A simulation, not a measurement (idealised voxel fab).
The following is a process module called voxel wiring stack.
This is section cut - it's 210 nm across, gridded in 5 nm square cells.
We lay out every cross-section as a grid of square cells and spell it out in bands from the top down, where one band means one or more rows of cells. Top, bottom (nm), then materials left to right with widths (nm); lone material tagged "full width" fills the whole band edge to edge; "blank" = empty space. Below 0: as-received wafer, all one material; heights counted from there. Lowest band: no bottom, goes on down, written "0 and below". It should be noted that a width expressed as "30->40" varies in equal increments from row to row of cells within the band, taking the value of the first number at the top row and that of the second number at the bottom row. Key: "remains unaltered" - step with no changed cell in the cross-section. The list in "Unvented cavities" covers empty spaces of 8 cells or more that cannot reach the top through any open way, and it gives each as width x height at distance; the distance is from the left edge, and width, height and distance are in nm. The remark found on a step's line after its settings is issued by the simulator itself and pertains to that step. overlay nm: how far to the right of its planned place the mask lay on this masked step (negative: to the left). Reading guide: pairs of cross-sections, before and after one process step; after view cut off at lowest changed band; step and settings listed under each pair. Pairs may stem from different runs of this module on the same starting wafer; continuity with the pair above only where the "Before the process" entry states it.

## Before the process
- 0 and below  Si full width
- Unvented cavities: none

## Section After Processing
- 15 down to 0  SiO2 full width
- Whatever lies below 0 is exactly as it was before.
- Unvented cavities: none
In between the before and after cross-sections above, the step is CONFORMAL_DEP, material SiO2, thk nm 15

Before the process: no separate figure, the pair right above already shows it after its step.

## Section After Processing
- 20 down to 15  SiCN full width
- Whatever lies below 15 is exactly as it was before.
- Unvented cavities: none
In between the before and after cross-sections above, the step is CONFORMAL_DEP, material SiCN, thk nm 5

Before the process: no separate figure, the pair right above already shows it after its step.

## Section After Processing
- 35 down to 20  lowk full width
- Whatever lies below 20 is exactly as it was before.
- Unvented cavities: none
In between the before and after cross-sections above, the step is DIRECTIONAL_DEP, material lowk, thk nm 15

Before the process: no separate figure, the pair right above already shows it after its step.

## Section After Processing
- 50 down to 35  resist 20, then blank 30, then resist 15, then blank 30, then resist 15, then blank 30, then resist 15, then blank 30, then resist 25
- Whatever lies below 35 is exactly as it was before.
- Unvented cavities: none
In between the before and after cross-sections above, the step is PATTERN, tone open, mask id METAL_1, material resist, width nm 30, pitch nm 45, thk nm 15, overlay nm 0

Before the process: no separate figure, the pair right above already shows it after its step.

## Section After Processing
- 50 down to 35  resist 20, then blank 30, then resist 15, then blank 30, then resist 15, then blank 30, then resist 15, then blank 30, then resist 25
- 35 down to 20  lowk 20, then blank 30, then lowk 15, then blank 30, then lowk 15, then blank 30, then lowk 15, then blank 30, then lowk 25
- Whatever lies below 20 is exactly as it was before.
- Unvented cavities: none
In between the before and after cross-sections above, the step is DIRECTIONAL_ETCH, etch materials lowk, depth nm 15

Before the process: no separate figure, the pair right above already shows it after its step.

## Section After Processing
- 50 down to 35  resist 20, then blank 30, then resist 15, then blank 30, then resist 15, then blank 30, then resist 15, then blank 30, then resist 25
- 35 down to 20  lowk 20, then blank 30, then lowk 15, then blank 30, then lowk 15, then blank 30, then lowk 15, then blank 30, then lowk 25
- 20 down to 15  SiCN 20, then blank 30, then SiCN 15, then blank 30, then SiCN 15, then blank 30, then SiCN 15, then blank 30, then SiCN 25
- Whatever lies below 15 is exactly as it was before.
- Unvented cavities: none
In between the before and after cross-sections above, the step is DIRECTIONAL_ETCH, etch materials SiCN, depth nm 5

Before the process: no separate figure, the pair right above already shows it after its step.

## Section After Processing
- 35 down to 20  lowk 20, then blank 30, then lowk 15, then blank 30, then lowk 15, then blank 30, then lowk 15, then blank 30, then lowk 25
- Whatever lies below 20 is exactly as it was before.
- Unvented cavities: none
In between the before and after cross-sections above, the step is STRIP, etch materials resist

Before the process: no separate figure, the pair right above already shows it after its step.

## Section After Processing
- 40 down to 35  TiN 25, then blank 20, then TiN 25, then blank 20, then TiN 25, then blank 20, then TiN 25, then blank 20, then TiN 30
- 35 down to 20  lowk 20, then TiN 5, then blank 20, then TiN 5, then lowk 15, then TiN 5, then blank 20, then TiN 5, then lowk 15, then TiN 5, then blank 20, then TiN 5, then lowk 15, then TiN 5, then blank 20, then TiN 5, then lowk 25
- 20 down to 15  SiCN 20, then TiN 30, then SiCN 15, then TiN 30, then SiCN 15, then TiN 30, then SiCN 15, then TiN 30, then SiCN 25
- Whatever lies below 15 is exactly as it was before.
- Unvented cavities: none
In between the before and after cross-sections above, the step is CONFORMAL_DEP, material TiN, thk nm 5

Before the process: no separate figure, the pair right above already shows it after its step.

## Section After Processing
- 45 down to 40  W full width
- 40 down to 35  TiN 25, then W 20, then TiN 25, then W 20, then TiN 25, then W 20, then TiN 25, then W 20, then TiN 30
- 35 down to 20  lowk 20, then TiN 5, then W 20, then TiN 5, then lowk 15, then TiN 5, then W 20, then TiN 5, then lowk 15, then TiN 5, then W 20, then TiN 5, then lowk 15, then TiN 5, then W 20, then TiN 5, then lowk 25
- Whatever lies below 20 is exactly as it was before.
- Unvented cavities: none
In between the before and after cross-sections above, the step is FILL_DEP, material W, thk nm 5

Before the process: no separate figure, the pair right above already shows it after its step.

## Section After Processing
- 35 down to 20  lowk 20, then TiN 5, then W 20, then TiN 5, then lowk 15, then TiN 5, then W 20, then TiN 5, then lowk 15, then TiN 5, then W 20, then TiN 5, then lowk 15, then TiN 5, then W 20, then TiN 5, then lowk 25
- Whatever lies below 20 is exactly as it was before.
- Unvented cavities: none
In between the before and after cross-sections above, the step is CMP, height nm 35

Before the process: no separate figure, the pair right above already shows it after its step.

## Section After Processing
- 40 down to 35  SiCN full width
- Whatever lies below 35 is exactly as it was before.
- Unvented cavities: none
In between the before and after cross-sections above, the step is CONFORMAL_DEP, material SiCN, thk nm 5

Before the process: no separate figure, the pair right above already shows it after its step.

## Section After Processing
- 60 down to 40  lowk full width
- Whatever lies below 40 is exactly as it was before.
- Unvented cavities: none
In between the before and after cross-sections above, the step is DIRECTIONAL_DEP, material lowk, thk nm 20

Before the process: no separate figure, the pair right above already shows it after its step.

## Section After Processing
- 80 down to 60  resist 20, then blank 15, then resist 30, then blank 15, then resist 30, then blank 15, then resist 30, then blank 15, then resist 40
- Whatever lies below 60 is exactly as it was before.
- Unvented cavities: none
In between the before and after cross-sections above, the step is PATTERN, tone open, mask id PLUG_1, material resist, width nm 15, pitch nm 45, thk nm 20, overlay nm 0

Before the process: no separate figure, the pair right above already shows it after its step.

## Section After Processing
- 80 down to 60  resist 20, then blank 15, then resist 30, then blank 15, then resist 30, then blank 15, then resist 30, then blank 15, then resist 40
- 60 down to 40  lowk 20, then blank 15, then lowk 30, then blank 15, then lowk 30, then blank 15, then lowk 30, then blank 15, then lowk 40
- Whatever lies below 40 is exactly as it was before.
- Unvented cavities: none
In between the before and after cross-sections above, the step is DIRECTIONAL_ETCH, etch materials lowk, depth nm 20

Before the process: no separate figure, the pair right above already shows it after its step.

## Section After Processing
- 80 down to 60  resist 20, then blank 15, then resist 30, then blank 15, then resist 30, then blank 15, then resist 30, then blank 15, then resist 40
- 60 down to 40  lowk 20, then blank 15, then lowk 30, then blank 15, then lowk 30, then blank 15, then lowk 30, then blank 15, then lowk 40
- 40 down to 35  SiCN 20, then blank 15, then SiCN 30, then blank 15, then SiCN 30, then blank 15, then SiCN 30, then blank 15, then SiCN 40
- Whatever lies below 35 is exactly as it was before.
- Unvented cavities: none
In between the before and after cross-sections above, the step is DIRECTIONAL_ETCH, etch materials SiCN, depth nm 5

Before the process: no separate figure, the pair right above already shows it after its step.

## Section After Processing
- 60 down to 40  lowk 20, then blank 15, then lowk 30, then blank 15, then lowk 30, then blank 15, then lowk 30, then blank 15, then lowk 40
- Whatever lies below 40 is exactly as it was before.
- Unvented cavities: none
In between the before and after cross-sections above, the step is STRIP, etch materials resist

Before the process: no separate figure, the pair right above already shows it after its step.

## Section After Processing
- 65 down to 60  TiN 25, then blank 5, then TiN 40, then blank 5, then TiN 40, then blank 5, then TiN 40, then blank 5, then TiN 45
- 60 down to 40  lowk 20, then TiN 5, then blank 5, then TiN 5, then lowk 30, then TiN 5, then blank 5, then TiN 5, then lowk 30, then TiN 5, then blank 5, then TiN 5, then lowk 30, then TiN 5, then blank 5, then TiN 5, then lowk 40
- 40 down to 35  SiCN 20, then TiN 15, then SiCN 30, then TiN 15, then SiCN 30, then TiN 15, then SiCN 30, then TiN 15, then SiCN 40
- Whatever lies below 35 is exactly as it was before.
- Unvented cavities: none
In between the before and after cross-sections above, the step is CONFORMAL_DEP, material TiN, thk nm 5

Before the process: no separate figure, the pair right above already shows it after its step.

## Section After Processing
- 75 down to 65  Ru full width
- 65 down to 60  TiN 25, then Ru 5, then TiN 40, then Ru 5, then TiN 40, then Ru 5, then TiN 40, then Ru 5, then TiN 45
- 60 down to 40  lowk 20, then TiN 5, then Ru 5, then TiN 5, then lowk 30, then TiN 5, then Ru 5, then TiN 5, then lowk 30, then TiN 5, then Ru 5, then TiN 5, then lowk 30, then TiN 5, then Ru 5, then TiN 5, then lowk 40
- Whatever lies below 40 is exactly as it was before.
- Unvented cavities: none
In between the before and after cross-sections above, the step is FILL_DEP, material Ru, thk nm 10

Before the process: no separate figure, the pair right above already shows it after its step.

## Section After Processing
- 60 down to 40  lowk 20, then TiN 5, then Ru 5, then TiN 5, then lowk 30, then TiN 5, then Ru 5, then TiN 5, then lowk 30, then TiN 5, then Ru 5, then TiN 5, then lowk 30, then TiN 5, then Ru 5, then TiN 5, then lowk 40
- Whatever lies below 40 is exactly as it was before.
- Unvented cavities: none
In between the before and after cross-sections above, the step is CMP, height nm 60

Before the process: no separate figure, the pair right above already shows it after its step.

## Section After Processing
- 65 down to 60  TiN full width
- Whatever lies below 60 is exactly as it was before.
- Unvented cavities: none
In between the before and after cross-sections above, the step is DIRECTIONAL_DEP, material TiN, thk nm 5

Before the process: no separate figure, the pair right above already shows it after its step.

## Section After Processing
- 90 down to 65  W full width
- Whatever lies below 65 is exactly as it was before.
- Unvented cavities: none
In between the before and after cross-sections above, the step is DIRECTIONAL_DEP, material W, thk nm 25

Before the process: no separate figure, the pair right above already shows it after its step.

## Section After Processing
- 100 down to 90  aC full width
- Whatever lies below 90 is exactly as it was before.
- Unvented cavities: none
In between the before and after cross-sections above, the step is DIRECTIONAL_DEP, material aC, thk nm 10

Before the process: no separate figure, the pair right above already shows it after its step.

## Section After Processing
- 130 down to 100  blank 20, then resist 30, then blank 15, then resist 30, then blank 15, then resist 30, then blank 15, then resist 30, then blank 25
- Whatever lies below 100 is exactly as it was before.
- Unvented cavities: none
In between the before and after cross-sections above, the step is PATTERN, tone cover, mask id METAL_2, material resist, width nm 30, pitch nm 45, thk nm 30, overlay nm 0

Before the process: no separate figure, the pair right above already shows it after its step.

## Section After Processing
- 120 down to 100  blank 20, then resist 30, then blank 15, then resist 30, then blank 15, then resist 30, then blank 15, then resist 30, then blank 25
- 100 down to 90  blank 20, then aC 30, then blank 15, then aC 30, then blank 15, then aC 30, then blank 15, then aC 30, then blank 25
- Whatever lies below 90 is exactly as it was before.
- Unvented cavities: none
In between the before and after cross-sections above, the step is DIRECTIONAL_ETCH, etch materials aC, depth nm 10

Before the process: no separate figure, the pair right above already shows it after its step.

## Section After Processing
- 100 down to 90  blank 20, then aC 30, then blank 15, then aC 30, then blank 15, then aC 30, then blank 15, then aC 30, then blank 25
- Whatever lies below 90 is exactly as it was before.
- Unvented cavities: none
In between the before and after cross-sections above, the step is STRIP, etch materials resist

Before the process: no separate figure, the pair right above already shows it after its step.

## Section After Processing
- 100 down to 90  blank 20, then aC 30, then blank 15, then aC 30, then blank 15, then aC 30, then blank 15, then aC 30, then blank 25
- 90 down to 65  blank 20, then W 30, then blank 15, then W 30, then blank 15, then W 30, then blank 15, then W 30, then blank 25
- Whatever lies below 65 is exactly as it was before.
- Unvented cavities: none
In between the before and after cross-sections above, the step is DIRECTIONAL_ETCH, etch materials W, depth nm 25

Before the process: no separate figure, the pair right above already shows it after its step.

## Section After Processing
- 100 down to 90  blank 20, then aC 30, then blank 15, then aC 30, then blank 15, then aC 30, then blank 15, then aC 30, then blank 25
- 90 down to 65  blank 20, then W 30, then blank 15, then W 30, then blank 15, then W 30, then blank 15, then W 30, then blank 25
- 65 down to 60  blank 20, then TiN 30, then blank 15, then TiN 30, then blank 15, then TiN 30, then blank 15, then TiN 30, then blank 25
- Whatever lies below 60 is exactly as it was before.
- Unvented cavities: none
In between the before and after cross-sections above, the step is DIRECTIONAL_ETCH, etch materials TiN, depth nm 5

Before the process: no separate figure, the pair right above already shows it after its step.

## Section After Processing
- 90 down to 65  blank 20, then W 30, then blank 15, then W 30, then blank 15, then W 30, then blank 15, then W 30, then blank 25
- Whatever lies below 65 is exactly as it was before.
- Unvented cavities: none
In between the before and after cross-sections above, the step is STRIP, etch materials aC

Before the process: no separate figure, the pair right above already shows it after its step.

## Section After Processing
- 95 down to 90  lowk full width
- 90 down to 65  lowk 20, then W 30, then lowk 15, then W 30, then lowk 15, then W 30, then lowk 15, then W 30, then lowk 25
- 65 down to 60  lowk 20, then TiN 30, then lowk 15, then TiN 30, then lowk 15, then TiN 30, then lowk 15, then TiN 30, then lowk 25
- Whatever lies below 60 is exactly as it was before.
- Unvented cavities: none
In between the before and after cross-sections above, the step is FILL_DEP, material lowk, thk nm 5

Before the process: no separate figure, the pair right above already shows it after its step.

## Section After Processing
- 90 down to 65  lowk 20, then W 30, then lowk 15, then W 30, then lowk 15, then W 30, then lowk 15, then W 30, then lowk 25
- Whatever lies below 65 is exactly as it was before.
- Unvented cavities: none
In between the before and after cross-sections above, the step is CMP, height nm 90

Before the process: no separate figure, the pair right above already shows it after its step.

## Section After Processing
- 95 down to 90  SiCN full width
- Whatever lies below 90 is exactly as it was before.
- Unvented cavities: none
In between the before and after cross-sections above, the step is CONFORMAL_DEP, material SiCN, thk nm 5

Before the process: no separate figure, the pair right above already shows it after its step.

## Section After Processing
- 130 down to 95  SiO2 full width
- Whatever lies below 95 is exactly as it was before.
- Unvented cavities: none
In between the before and after cross-sections above, the step is DIRECTIONAL_DEP, material SiO2, thk nm 35

Before the process: no separate figure, the pair right above already shows it after its step.

## Section After Processing
- 150 down to 130  resist 20, then blank 15, then resist 30, then blank 15, then resist 30, then blank 15, then resist 30, then blank 15, then resist 40
- Whatever lies below 130 is exactly as it was before.
- Unvented cavities: none
In between the before and after cross-sections above, the step is PATTERN, tone open, mask id METAL_3_HOLES, material resist, width nm 15, pitch nm 45, thk nm 20, overlay nm 0

Before the process: no separate figure, the pair right above already shows it after its step.

## Section After Processing
- 150 down to 130  resist 20, then blank 15, then resist 30, then blank 15, then resist 30, then blank 15, then resist 30, then blank 15, then resist 40
- 130 down to 95  SiO2 20, then blank 15, then SiO2 30, then blank 15, then SiO2 30, then blank 15, then SiO2 30, then blank 15, then SiO2 40
- Whatever lies below 95 is exactly as it was before.
- Unvented cavities: none
In between the before and after cross-sections above, the step is DIRECTIONAL_ETCH, etch materials SiO2, depth nm 35

Before the process: no separate figure, the pair right above already shows it after its step.

## Section After Processing
- 130 down to 95  SiO2 20, then blank 15, then SiO2 30, then blank 15, then SiO2 30, then blank 15, then SiO2 30, then blank 15, then SiO2 40
- Whatever lies below 95 is exactly as it was before.
- Unvented cavities: none
In between the before and after cross-sections above, the step is STRIP, etch materials resist

Before the process: no separate figure, the pair right above already shows it after its step.

## Section After Processing
- 145 down to 130  aC 20, then blank 15, then aC 30, then blank 15, then aC 30, then blank 15, then aC 30, then blank 15, then aC 40
- 130 down to 110  SiO2 20, then blank 15, then SiO2 30, then blank 15, then SiO2 30, then blank 15, then SiO2 30, then blank 15, then SiO2 40
- 110 down to 95  SiO2 20, then aC 15, then SiO2 30, then aC 15, then SiO2 30, then aC 15, then SiO2 30, then aC 15, then SiO2 40
- Whatever lies below 95 is exactly as it was before.
- Unvented cavities: none
In between the before and after cross-sections above, the step is DIRECTIONAL_DEP, material aC, thk nm 15

Before the process: no separate figure, the pair right above already shows it after its step.

## Section After Processing
- 175 down to 145  resist 20, then blank 30, then resist 15, then blank 30, then resist 15, then blank 30, then resist 15, then blank 30, then resist 25
- Whatever lies below 145 is exactly as it was before.
- Unvented cavities: none
In between the before and after cross-sections above, the step is PATTERN, tone open, mask id METAL_3, material resist, width nm 30, pitch nm 45, thk nm 30, overlay nm 0

Before the process: no separate figure, the pair right above already shows it after its step.

## Section After Processing
- 160 down to 145  resist 20, then blank 30, then resist 15, then blank 30, then resist 15, then blank 30, then resist 15, then blank 30, then resist 25
- 145 down to 130  aC 20, then blank 30, then aC 15, then blank 30, then aC 15, then blank 30, then aC 15, then blank 30, then aC 25
- 130 down to 95  SiO2 20, then blank 15, then SiO2 30, then blank 15, then SiO2 30, then blank 15, then SiO2 30, then blank 15, then SiO2 40
- Whatever lies below 95 is exactly as it was before.
- Unvented cavities: none
In between the before and after cross-sections above, the step is DIRECTIONAL_ETCH, etch materials aC, depth nm 15

Before the process: no separate figure, the pair right above already shows it after its step.

## Section After Processing
- 145 down to 130  aC 20, then blank 30, then aC 15, then blank 30, then aC 15, then blank 30, then aC 15, then blank 30, then aC 25
- Whatever lies below 130 is exactly as it was before.
- Unvented cavities: none
In between the before and after cross-sections above, the step is STRIP, etch materials resist

Before the process: no separate figure, the pair right above already shows it after its step.

## Section After Processing
- 145 down to 130  aC 20, then blank 30, then aC 15, then blank 30, then aC 15, then blank 30, then aC 15, then blank 30, then aC 25
- 130 down to 110  SiO2 20, then blank 30, then SiO2 15, then blank 30, then SiO2 15, then blank 30, then SiO2 15, then blank 30, then SiO2 25
- Whatever lies below 110 is exactly as it was before.
- Unvented cavities: none
In between the before and after cross-sections above, the step is DIRECTIONAL_ETCH, etch materials SiO2, depth nm 20

Before the process: no separate figure, the pair right above already shows it after its step.

## Section After Processing
- 145 down to 130  aC 20, then blank 30, then aC 15, then blank 30, then aC 15, then blank 30, then aC 15, then blank 30, then aC 25
- 130 down to 110  SiO2 20, then blank 30, then SiO2 15, then blank 30, then SiO2 15, then blank 30, then SiO2 15, then blank 30, then SiO2 25
- 110 down to 95  SiO2 20, then blank 15, then SiO2 30, then blank 15, then SiO2 30, then blank 15, then SiO2 30, then blank 15, then SiO2 40
- 95 down to 90  SiCN 20, then blank 15, then SiCN 30, then blank 15, then SiCN 30, then blank 15, then SiCN 30, then blank 15, then SiCN 40
- Whatever lies below 90 is exactly as it was before.
- Unvented cavities: none
In between the before and after cross-sections above, the step is DIRECTIONAL_ETCH, etch materials SiCN, depth nm 5

Before the process: no separate figure, the pair right above already shows it after its step.

## Section After Processing
- 130 down to 110  SiO2 20, then blank 30, then SiO2 15, then blank 30, then SiO2 15, then blank 30, then SiO2 15, then blank 30, then SiO2 25
- Whatever lies below 110 is exactly as it was before.
- Unvented cavities: none
In between the before and after cross-sections above, the step is STRIP, etch materials aC

Before the process: no separate figure, the pair right above already shows it after its step.

## Section After Processing
- 135 down to 130  TiN 25, then blank 20, then TiN 25, then blank 20, then TiN 25, then blank 20, then TiN 25, then blank 20, then TiN 30
- 130 down to 115  SiO2 20, then TiN 5, then blank 20, then TiN 5, then SiO2 15, then TiN 5, then blank 20, then TiN 5, then SiO2 15, then TiN 5, then blank 20, then TiN 5, then SiO2 15, then TiN 5, then blank 20, then TiN 5, then SiO2 25
- 115 down to 110  SiO2 20, then TiN 5, then blank 5, then TiN 20, then SiO2 15, then TiN 5, then blank 5, then TiN 20, then SiO2 15, then TiN 5, then blank 5, then TiN 20, then SiO2 15, then TiN 5, then blank 5, then TiN 20, then SiO2 25
- 110 down to 95  SiO2 20, then TiN 5, then blank 5, then TiN 5, then SiO2 30, then TiN 5, then blank 5, then TiN 5, then SiO2 30, then TiN 5, then blank 5, then TiN 5, then SiO2 30, then TiN 5, then blank 5, then TiN 5, then SiO2 40
- 95 down to 90  SiCN 20, then TiN 15, then SiCN 30, then TiN 15, then SiCN 30, then TiN 15, then SiCN 30, then TiN 15, then SiCN 40
- Whatever lies below 90 is exactly as it was before.
- Unvented cavities: none
In between the before and after cross-sections above, the step is CONFORMAL_DEP, material TiN, thk nm 5

Before the process: no separate figure, the pair right above already shows it after its step.

## Section After Processing
- 145 down to 135  Ru full width
- 135 down to 130  TiN 25, then Ru 20, then TiN 25, then Ru 20, then TiN 25, then Ru 20, then TiN 25, then Ru 20, then TiN 30
- 130 down to 115  SiO2 20, then TiN 5, then Ru 20, then TiN 5, then SiO2 15, then TiN 5, then Ru 20, then TiN 5, then SiO2 15, then TiN 5, then Ru 20, then TiN 5, then SiO2 15, then TiN 5, then Ru 20, then TiN 5, then SiO2 25
- 115 down to 110  SiO2 20, then TiN 5, then Ru 5, then TiN 20, then SiO2 15, then TiN 5, then Ru 5, then TiN 20, then SiO2 15, then TiN 5, then Ru 5, then TiN 20, then SiO2 15, then TiN 5, then Ru 5, then TiN 20, then SiO2 25
- 110 down to 95  SiO2 20, then TiN 5, then Ru 5, then TiN 5, then SiO2 30, then TiN 5, then Ru 5, then TiN 5, then SiO2 30, then TiN 5, then Ru 5, then TiN 5, then SiO2 30, then TiN 5, then Ru 5, then TiN 5, then SiO2 40
- Whatever lies below 95 is exactly as it was before.
- Unvented cavities: none
In between the before and after cross-sections above, the step is FILL_DEP, material Ru, thk nm 10

Before the process: no separate figure, the pair right above already shows it after its step.

## Section After Processing
- 130 down to 115  SiO2 20, then TiN 5, then Ru 20, then TiN 5, then SiO2 15, then TiN 5, then Ru 20, then TiN 5, then SiO2 15, then TiN 5, then Ru 20, then TiN 5, then SiO2 15, then TiN 5, then Ru 20, then TiN 5, then SiO2 25
- Whatever lies below 115 is exactly as it was before.
- Unvented cavities: none
In between the before and after cross-sections above, the step is CMP, height nm 130

Before the process: no separate figure, the pair right above already shows it after its step.

## Section After Processing
- 135 down to 130  SiN full width
- Whatever lies below 130 is exactly as it was before.
- Unvented cavities: none
In between the before and after cross-sections above, the step is CONFORMAL_DEP, material SiN, thk nm 5

## Before the process
- 145 down to 135  Ru full width
- 135 down to 130  TiN 25, then Ru 20, then TiN 25, then Ru 20, then TiN 25, then Ru 20, then TiN 25, then Ru 20, then TiN 30
- 130 down to 115  SiO2 20, then TiN 5, then Ru 20, then TiN 5, then SiO2 15, then TiN 5, then Ru 20, then TiN 5, then SiO2 15, then TiN 5, then Ru 20, then TiN 5, then SiO2 15, then TiN 5, then Ru 20, then TiN 5, then SiO2 25
- 115 down to 110  SiO2 20, then TiN 5, then Ru 5, then TiN 20, then SiO2 15, then TiN 5, then Ru 5, then TiN 20, then SiO2 15, then TiN 5, then Ru 5, then TiN 20, then SiO2 15, then TiN 5, then Ru 5, then TiN 20, then SiO2 25
- 110 down to 95  SiO2 20, then TiN 5, then Ru 5, then TiN 5, then SiO2 30, then TiN 5, then Ru 5, then TiN 5, then SiO2 30, then TiN 5, then Ru 5, then TiN 5, then SiO2 30, then TiN 5, then Ru 5, then TiN 5, then SiO2 40
- 95 down to 90  SiCN 20, then TiN 15, then SiCN 30, then TiN 15, then SiCN 30, then TiN 15, then SiCN 30, then TiN 15, then SiCN 40
- 90 down to 65  lowk 20, then W 30, then lowk 15, then W 30, then lowk 15, then W 30, then lowk 15, then W 30, then lowk 25
- 65 down to 60  lowk 20, then TiN 30, then lowk 15, then TiN 30, then lowk 15, then TiN 30, then lowk 15, then TiN 30, then lowk 25
- 60 down to 40  lowk 20, then TiN 5, then Ru 5, then TiN 5, then lowk 30, then TiN 5, then Ru 5, then TiN 5, then lowk 30, then TiN 5, then Ru 5, then TiN 5, then lowk 30, then TiN 5, then Ru 5, then TiN 5, then lowk 40
- 40 down to 35  SiCN 20, then TiN 15, then SiCN 30, then TiN 15, then SiCN 30, then TiN 15, then SiCN 30, then TiN 15, then SiCN 40
- 35 down to 20  lowk 20, then TiN 5, then W 20, then TiN 5, then lowk 15, then TiN 5, then W 20, then TiN 5, then lowk 15, then TiN 5, then W 20, then TiN 5, then lowk 15, then TiN 5, then W 20, then TiN 5, then lowk 25
- 20 down to 15  SiCN 20, then TiN 30, then SiCN 15, then TiN 30, then SiCN 15, then TiN 30, then SiCN 15, then TiN 30, then SiCN 25
- 15 down to 0  SiO2 full width
- 0 and below  Si full width
- Unvented cavities: none

## Section After Processing
- 150 down to 145  SiN full width
- Whatever lies below 145 is exactly as it was before.
- Unvented cavities: none
In between the before and after cross-sections above, the step is CONFORMAL_DEP, material SiN, thk nm 5

## Before the process
- 15 down to 0  SiO2 full width
- 0 and below  Si full width
- Unvented cavities: none

## Section After Processing
- 30 down to 0  SiO2 full width
- Whatever lies below 0 is exactly as it was before.
- Unvented cavities: none
In between the before and after cross-sections above, the step is CONFORMAL_DEP, material SiO2, thk nm 15

Before the process: no separate figure, the pair right above already shows it after its step.

## Section After Processing
- 35 down to 30  SiCN full width
- Whatever lies below 30 is exactly as it was before.
- Unvented cavities: none
In between the before and after cross-sections above, the step is CONFORMAL_DEP, material SiCN, thk nm 5

Before the process: no separate figure, the pair right above already shows it after its step.

## Section After Processing
- 50 down to 35  lowk full width
- Whatever lies below 35 is exactly as it was before.
- Unvented cavities: none
In between the before and after cross-sections above, the step is DIRECTIONAL_DEP, material lowk, thk nm 15

Before the process: no separate figure, the pair right above already shows it after its step.

## Section After Processing
- 65 down to 50  resist 20, then blank 30, then resist 15, then blank 30, then resist 15, then blank 30, then resist 15, then blank 30, then resist 25
- Whatever lies below 50 is exactly as it was before.
- Unvented cavities: none
In between the before and after cross-sections above, the step is PATTERN, tone open, mask id METAL_1, material resist, width nm 30, pitch nm 45, thk nm 15, overlay nm 0

Before the process: no separate figure, the pair right above already shows it after its step.

## Section After Processing
- 65 down to 50  resist 20, then blank 30, then resist 15, then blank 30, then resist 15, then blank 30, then resist 15, then blank 30, then resist 25
- 50 down to 35  lowk 20, then blank 30, then lowk 15, then blank 30, then lowk 15, then blank 30, then lowk 15, then blank 30, then lowk 25
- Whatever lies below 35 is exactly as it was before.
- Unvented cavities: none
In between the before and after cross-sections above, the step is DIRECTIONAL_ETCH, etch materials lowk, depth nm 15

Before the process: no separate figure, the pair right above already shows it after its step.

## Section After Processing
- 65 down to 50  resist 20, then blank 30, then resist 15, then blank 30, then resist 15, then blank 30, then resist 15, then blank 30, then resist 25
- 50 down to 35  lowk 20, then blank 30, then lowk 15, then blank 30, then lowk 15, then blank 30, then lowk 15, then blank 30, then lowk 25
- 35 down to 30  SiCN 20, then blank 30, then SiCN 15, then blank 30, then SiCN 15, then blank 30, then SiCN 15, then blank 30, then SiCN 25
- Whatever lies below 30 is exactly as it was before.
- Unvented cavities: none
In between the before and after cross-sections above, the step is DIRECTIONAL_ETCH, etch materials SiCN, depth nm 5

Before the process: no separate figure, the pair right above already shows it after its step.

## Section After Processing
- 50 down to 35  lowk 20, then blank 30, then lowk 15, then blank 30, then lowk 15, then blank 30, then lowk 15, then blank 30, then lowk 25
- Whatever lies below 35 is exactly as it was before.
- Unvented cavities: none
In between the before and after cross-sections above, the step is STRIP, etch materials resist

Before the process: no separate figure, the pair right above already shows it after its step.

## Section After Processing
- 55 down to 50  TiN 25, then blank 20, then TiN 25, then blank 20, then TiN 25, then blank 20, then TiN 25, then blank 20, then TiN 30
- 50 down to 35  lowk 20, then TiN 5, then blank 20, then TiN 5, then lowk 15, then TiN 5, then blank 20, then TiN 5, then lowk 15, then TiN 5, then blank 20, then TiN 5, then lowk 15, then TiN 5, then blank 20, then TiN 5, then lowk 25
- 35 down to 30  SiCN 20, then TiN 30, then SiCN 15, then TiN 30, then SiCN 15, then TiN 30, then SiCN 15, then TiN 30, then SiCN 25
- Whatever lies below 30 is exactly as it was before.
- Unvented cavities: none
In between the before and after cross-sections above, the step is CONFORMAL_DEP, material TiN, thk nm 5

Before the process: no separate figure, the pair right above already shows it after its step.

## Section After Processing
- 60 down to 55  W full width
- 55 down to 50  TiN 25, then W 20, then TiN 25, then W 20, then TiN 25, then W 20, then TiN 25, then W 20, then TiN 30
- 50 down to 35  lowk 20, then TiN 5, then W 20, then TiN 5, then lowk 15, then TiN 5, then W 20, then TiN 5, then lowk 15, then TiN 5, then W 20, then TiN 5, then lowk 15, then TiN 5, then W 20, then TiN 5, then lowk 25
- Whatever lies below 35 is exactly as it was before.
- Unvented cavities: none
In between the before and after cross-sections above, the step is FILL_DEP, material W, thk nm 5

Before the process: no separate figure, the pair right above already shows it after its step.

## Section After Processing
- 35 down to 30  SiCN 20, then TiN 30, then SiCN 15, then TiN 30, then SiCN 15, then TiN 30, then SiCN 15, then TiN 30, then SiCN 25
- Whatever lies below 30 is exactly as it was before.
- Unvented cavities: none
In between the before and after cross-sections above, the step is CMP, height nm 35

Before the process: no separate figure, the pair right above already shows it after its step.

## Section After Processing
- 40 down to 35  SiCN full width
- Whatever lies below 35 is exactly as it was before.
- Unvented cavities: none
In between the before and after cross-sections above, the step is CONFORMAL_DEP, material SiCN, thk nm 5

Before the process: no separate figure, the pair right above already shows it after its step.

## Section After Processing
- 60 down to 40  lowk full width
- Whatever lies below 40 is exactly as it was before.
- Unvented cavities: none
In between the before and after cross-sections above, the step is DIRECTIONAL_DEP, material lowk, thk nm 20

Before the process: no separate figure, the pair right above already shows it after its step.

## Section After Processing
- 80 down to 60  resist 20, then blank 15, then resist 30, then blank 15, then resist 30, then blank 15, then resist 30, then blank 15, then resist 40
- Whatever lies below 60 is exactly as it was before.
- Unvented cavities: none
In between the before and after cross-sections above, the step is PATTERN, tone open, mask id PLUG_1, material resist, width nm 15, pitch nm 45, thk nm 20, overlay nm 0

Before the process: no separate figure, the pair right above already shows it after its step.

## Section After Processing
- 80 down to 60  resist 20, then blank 15, then resist 30, then blank 15, then resist 30, then blank 15, then resist 30, then blank 15, then resist 40
- 60 down to 40  lowk 20, then blank 15, then lowk 30, then blank 15, then lowk 30, then blank 15, then lowk 30, then blank 15, then lowk 40
- Whatever lies below 40 is exactly as it was before.
- Unvented cavities: none
In between the before and after cross-sections above, the step is DIRECTIONAL_ETCH, etch materials lowk, depth nm 20
